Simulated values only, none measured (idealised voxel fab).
Process module heading - voxel trench capacitor
Displayed cross-section: cut, width of 260 nm, square cells sized 5 nm.
Heads up, the way a cross-section reads in here is a grid of square cells, handed over as bands from the top down, with every band being one or more rows of cells.
Within each band entry, the heights of the top and of the bottom of the band appear first, in that order and in nm; the materials of the band then follow from left to right, each with its corresponding width in nm. The designation "edge to edge" on a single material indicates that it fills the band from edge to edge; the designation "blank" indicates empty space.
Measure heights from 0. That's the level where, below it, the as-received wafer is all one material. The lowest band is bottomless and extends downward; write it as in "0 -> down".
Graded width ("30->40"): value in top row of band = first number; value in bottom row = second number; row-to-row change constant.
The cross-section has no changed cell in any step marked "nothing was modified".
For the entry "Enclosed void entries", the listed items are empty spaces with no open way to the top whose size is 8 cells or more; each item follows the pattern width x height at distance, where distance is from the left edge and all three are in nm.
Read whatever lies past the settings on a step's line as the simulator's own remark about the step.
overlay nm: mask right of planned place by this much (step with mask). Neg. = left.
# The steps planned for the process are as follows
- 1: RECEIVE [material Si]
- 2: CONFORMAL_DEP [material SiN] [thk nm 5]
- 3: DIRECTIONAL_DEP [material aC] [thk nm 15]
- 4: PATTERN [tone open] [mask id TRENCH] [material resist] [width nm 25] [pitch nm 45] [thk nm 30] [overlay nm 0]
- 5: DIRECTIONAL_ETCH [etch materials aC] [depth nm 15]
- 6: STRIP [etch materials resist]
- 7: DIRECTIONAL_ETCH [etch materials SiN] [depth nm 5]
- 8: DIRECTIONAL_ETCH [etch materials Si] [depth nm 35]
- 9: STRIP [etch materials aC]
- 10: CONFORMAL_DEP [material Al2O3] [thk nm 5]
- 11: FILL_DEP [material polySi] [thk nm 10]
- 12: CMP [height nm 5]
# Shown in cross-section is the wafer as received, that is, as it stands after step 1
	0 -> down  Si edge to edge
	Enclosed void entries: none
# The first of the two wafers as seen in cross-section once the module was finished; processing followed the plan
	5 -> 0  70 of SiN, 5 of Al2O3, 15 of polySi, 5 of Al2O3, 20 of SiN, 5 of Al2O3, 15 of polySi, 5 of Al2O3, 20 of SiN, 5 of Al2O3, 15 of polySi, 5 of Al2O3, 75 of SiN
	0 -> -30  70 of Si, 5 of Al2O3, 15 of polySi, 5 of Al2O3, 20 of Si, 5 of Al2O3, 15 of polySi, 5 of Al2O3, 20 of Si, 5 of Al2O3, 15 of polySi, 5 of Al2O3, 75 of Si
	-30 -> -35  70 of Si, 25 of Al2O3, 20 of Si, 25 of Al2O3, 20 of Si, 25 of Al2O3, 75 of Si
	-35 -> down  Si edge to edge
	Enclosed void entries: none
# Now the second wafer, cross-sectioned at the end of the module. Nothing different at the start, nothing different in the plan compared with the first, just one mistake when it was actually run
	5 -> 0  70 of SiN, 5 of Al2O3, 15 of polySi, 5 of Al2O3, 20 of SiN, 5 of Al2O3, 15 of polySi, 5 of Al2O3, 20 of SiN, 5 of Al2O3, 15 of polySi, 5 of Al2O3, 75 of SiN
	0 -> -65  70 of Si, 5 of Al2O3, 15 of polySi, 5 of Al2O3, 20 of Si, 5 of Al2O3, 15 of polySi, 5 of Al2O3, 20 of Si, 5 of Al2O3, 15 of polySi, 5 of Al2O3, 75 of Si
	-65 -> -70  70 of Si, 25 of Al2O3, 20 of Si, 25 of Al2O3, 20 of Si, 25 of Al2O3, 75 of Si
	-70 -> down  Si edge to edge
	Enclosed void entries: none
Diagnosis: execution of plan step 8 occurred twice
at the end the second wafer has, in cells: Al2O3 +42 | Si -105 | polySi +63
